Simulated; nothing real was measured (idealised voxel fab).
process module | voxel local oxidation
The figure presents cross-section cut, which has a width of 190 nm and is divided into square cells with an edge length of 5 nm.
Square cells in a grid make up a cross-section in this document, and the grid is given as bands, listed from the top down, each one or more rows of cells. Per band: top height and bottom height in nm, followed by the left-to-right materials and their widths in nm; "full width" marks a single material spanning edge to edge, "blank" marks empty space. Height is counted from the level 0, under which the received wafer is composed throughout of one material. The lowest of the bands is not closed at the bottom but continues downward, in the notation "from 0 down". When a width is written as two numbers, as in "30 to 40", the first number is the width in the top row of cells of the band and the second is the width in its bottom row, and the width changes by the same amount from each row to the next. No cell of the cross-section changed in a step that is given as "no modification". Basically, "Fully enclosed voids" tells you about the enclosed voids: empty spaces with no open way to the top, 8 cells or bigger, each written width x height at distance, where distance is from the left edge, all in nm. Step line, after settings: the simulator's comment on this step. overlay nm: where the mask lay relative to plan, measured to the right, on steps with a mask; negatives go left.

-- plan
1) RECEIVE (material Si)
2) OXIDIZE (depth nm 5)
3) CONFORMAL_DEP (material SiN; thk nm 15)
4) MASKED_ETCH (tone cover; mask id ACTIVE; width nm 90; etch materials SiN; depth nm 15; overlay nm 0)
5) SELECTIVE_ETCH (etch materials SiO2; depth nm 5)
6) OXIDIZE (depth nm 10)
7) STRIP (etch materials SiN)

-- First out of two wafers; run went to plan

-- Cross-sectional view of the wafer in its as-received condition, corresponding to the state after step 1
    from 0 down | Si full width
    Fully enclosed voids: none

-- Sectional view: wafer, after step 2
    from 0 to -5 | SiO2 full width
    At heights below -5, the structure remains unaltered.

-- Sectional view: wafer, after step 3
    from 15 to 0 | SiN full width
    At heights below 0, the structure remains unaltered.

-- Sectional view: wafer, after step 4
    from 15 to 0 | 50 blank, 90 SiN, 50 blank
    At heights below 0, the structure remains unaltered.

-- Sectional view: wafer, after step 5
    from 15 to 0 | 50 blank, 90 SiN, 50 blank
    from 0 to -5 | 55 blank, 80 SiO2, 55 blank
    At heights below -5, the structure remains unaltered.

-- Sectional view: wafer, after step 6
    from 15 to 0 | 50 blank, 90 SiN, 50 blank
    from 0 to -5 | 55 blank, 80 SiO2, 55 blank
    from -5 to -15 | 65 SiO2, 60 Si, 65 SiO2
    At heights below -15, the structure remains unaltered.

-- Sectional view: wafer, after step 7
    from 0 to -5 | 55 blank, 80 SiO2, 55 blank
    At heights below -5, the structure remains unaltered.

-- Wafer two. Same start, same plan, one slip in execution. Same as wafer one through step 5, inclusive

-- Second wafer at the planned finish of step 6, seen in cross-section
    from 0 to -5 | 55 blank, 80 SiO2, 55 blank
    At heights below -5, the structure remains unaltered.

-- Second wafer at the planned finish of step 7, seen in cross-section
    from 0 to -5 | 55 blank, 80 SiO2, 55 blank
    from -5 to -15 | 65 SiO2, 60 Si, 65 SiO2
    At heights below -15, the structure remains unaltered.
Here's what went sideways: steps 6 and 7 traded places in the executed sequence
If you compare the two wafers at the end, their cross-sections are the same, so as far as this model is concerned the mistake changes nothing.
